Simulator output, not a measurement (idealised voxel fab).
process module | voxel capacitor over wiring
cross-section cut | 300 nm wide | cells 5 nm
A cross-section is a grid of square cells, given in bands from the top down. A band is one or more rows of cells.
Each band's line starts with the height of the band's top and of its bottom, in nm. Then come its materials from left to right, each with its width in nm. One material with "throughout" fills the band from edge to edge. "air" is empty space.
Height 0 is the level under which the wafer as received is all one material. The lowest band goes on downwards, as in "0 down".
A width such as "30 to 40" changes by the same amount from each row of cells to the next, from the band's top row to its bottom row.
"no change" after a step means that no cell of the cross-section changed.
closed voids: empty space of 8 cells or more with no open way to the top, each as width x height at its distance from the left edge, in nm
after a step's settings: what the simulator itself notes on the step
overlay nm, on a step with a mask: how far to the right of its planned place the mask lay; to the left if negative
plan
1 op RECEIVE | material Si
2 op CONFORMAL_DEP | material SiO2 | thk nm 15
3 op DIRECTIONAL_DEP | material TiN | thk nm 5
4 op DIRECTIONAL_DEP | material W | thk nm 20
5 op MASKED_ETCH | tone cover | mask id METAL_1 | width nm 20 | pitch nm 85 | etch materials W | depth nm 20 | overlay nm 0
6 op MASKED_ETCH | tone cover | mask id METAL_1 | width nm 20 | pitch nm 85 | etch materials TiN | depth nm 5 | overlay nm 0
7 op CONFORMAL_DEP | material SiCN | thk nm 5
8 op FILL_DEP | material lowk | thk nm 5
9 op CMP | height nm 40
10 op CONFORMAL_DEP | material SiCN | thk nm 5
11 op DIRECTIONAL_DEP | material SiO2 | thk nm 20
12 op PATTERN | tone open | mask id PLUG_1 | material resist | width nm 15 | thk nm 20 | overlay nm 0
13 op DIRECTIONAL_ETCH | etch materials SiO2 | depth nm 20
14 op DIRECTIONAL_ETCH | etch materials SiCN | depth nm 5
15 op STRIP | etch materials resist
16 op CONFORMAL_DEP | material TiN | thk nm 5
17 op FILL_DEP | material Cu | thk nm 10
18 op CMP | height nm 65
19 op DIRECTIONAL_DEP | material TiN | thk nm 10
20 op DIRECTIONAL_DEP | material HfO2 | thk nm 5
21 op DIRECTIONAL_DEP | material TiN | thk nm 10
22 op DIRECTIONAL_DEP | material aC | thk nm 15
23 op PATTERN | tone cover | mask id UPPER_PLATE | material resist | width nm 70 | thk nm 30 | overlay nm 0
24 op DIRECTIONAL_ETCH | etch materials aC | depth nm 15
25 op STRIP | etch materials resist
26 op DIRECTIONAL_ETCH | etch materials TiN | depth nm 10
27 op DIRECTIONAL_ETCH | etch materials HfO2 | depth nm 5
28 op STRIP | etch materials aC
29 op MASKED_ETCH | tone cover | mask id LOWER_PLATE | width nm 80 | etch materials TiN | depth nm 10 | overlay nm 0
30 op FILL_DEP | material SiO2 | thk nm 15
31 op CMP | height nm 100
32 op PATTERN | tone open | mask id PLUG_2 | material resist | width nm 15 | thk nm 20 | overlay nm 0
33 op DIRECTIONAL_ETCH | etch materials SiO2 | depth nm 10
34 op STRIP | etch materials resist
35 op CONFORMAL_DEP | material TiN | thk nm 5
36 op FILL_DEP | material W | thk nm 5
37 op CMP | height nm 100
38 op CONFORMAL_DEP | material SiCN | thk nm 5
as received, after step 1
  0 down: Si throughout
  closed voids: none
first wafer at the end, as planned
  105 to 100: SiCN throughout
  100 to 95: SiO2 110 | TiN 5 | W 5 | TiN 5 | SiO2 175
  95 to 90: SiO2 110 | TiN 15 | SiO2 175
  90 to 80: SiO2 100 | TiN 70 | SiO2 130
  80 to 75: SiO2 100 | HfO2 70 | SiO2 130
  75 to 65: SiO2 95 | TiN 80 | SiO2 125
  65 to 45: SiO2 100 | TiN 5 | Cu 5 | TiN 5 | SiO2 185
  45 to 40: SiCN 100 | TiN 15 | SiCN 185
  40 to 20: lowk 90 | SiCN 5 | W 20 | SiCN 5 | lowk 55 | SiCN 5 | W 20 | SiCN 5 | lowk 95
  20 to 15: SiCN 95 | TiN 20 | SiCN 65 | TiN 20 | SiCN 100
  15 to 0: SiO2 throughout
  0 down: Si throughout
  closed voids: none
second wafer at the end: like start, like plan, one mistake
  105 to 100: SiCN throughout
  100 to 95: SiO2 110 | TiN 5 | W 5 | TiN 5 | SiO2 175
  95 to 90: SiO2 110 | TiN 15 | SiO2 175
  90 to 80: SiO2 95 | TiN 80 | SiO2 125
  80 to 75: SiO2 95 | HfO2 80 | SiO2 125
  75 to 65: SiO2 95 | TiN 80 | SiO2 125
  65 to 45: SiO2 100 | TiN 5 | Cu 5 | TiN 5 | SiO2 185
  45 to 40: SiCN 100 | TiN 15 | SiCN 185
  40 to 20: lowk 90 | SiCN 5 | W 20 | SiCN 5 | lowk 55 | SiCN 5 | W 20 | SiCN 5 | lowk 95
  20 to 15: SiCN 95 | TiN 20 | SiCN 65 | TiN 20 | SiCN 100
  15 to 0: SiO2 throughout
  0 down: Si throughout
  closed voids: none
what went wrong: step 23 ran as: op PATTERN | tone cover | mask id UPPER_PLATE | material resist | width nm 80 | thk nm 30 | overlay nm 0
at the end the second wafer has, in cells: 2 more of HfO2 | 6 fewer of SiO2 | 4 more of TiN
